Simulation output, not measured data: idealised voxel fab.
process module | voxel local oxidation
cross-section cut | 220 nm wide | cells 5 nm
A cross-section is a grid of square cells, given in bands from the top down. A band is one or more rows of cells.
Each band's line starts with the height of the band's top and of its bottom, in nm. Then come its materials from left to right, each with its width in nm. One material with "throughout" fills the band from edge to edge. "air" is empty space.
Height 0 is the level under which the wafer as received is all one material. The lowest band goes on downwards, as in "0 down".
A width such as "30 to 40" changes by the same amount from each row of cells to the next, from the band's top row to its bottom row.
"no change" after a step means that no cell of the cross-section changed.
closed voids: empty space of 8 cells or more with no open way to the top, each as width x height at its distance from the left edge, in nm
after a step's settings: what the simulator itself notes on the step
overlay nm, on a step with a mask: how far to the right of its planned place the mask lay; to the left if negative
plan
1 op RECEIVE | material Si
2 op CONFORMAL_DEP | material SiO2 | thk nm 5
3 op CONFORMAL_DEP | material SiN | thk nm 10
4 op MASKED_ETCH | tone cover | mask id ACTIVE | width nm 95 | etch materials SiN | depth nm 10 | overlay nm 0
5 op SELECTIVE_ETCH | etch materials SiO2 | depth nm 5
6 op OXIDIZE | depth nm 15
7 op STRIP | etch materials SiN
as received, after step 1
  0 down: Si throughout
  closed voids: none
a wafer at the end: this start, this plan, one mistake
  5 to 0: air 65 | SiO2 85 | air 70
  0 to -5: SiO2 70 | Si 75 | SiO2 75
  -5 down: Si throughout
  closed voids: none
what went wrong: step 6 ran as: op OXIDIZE | depth nm 5
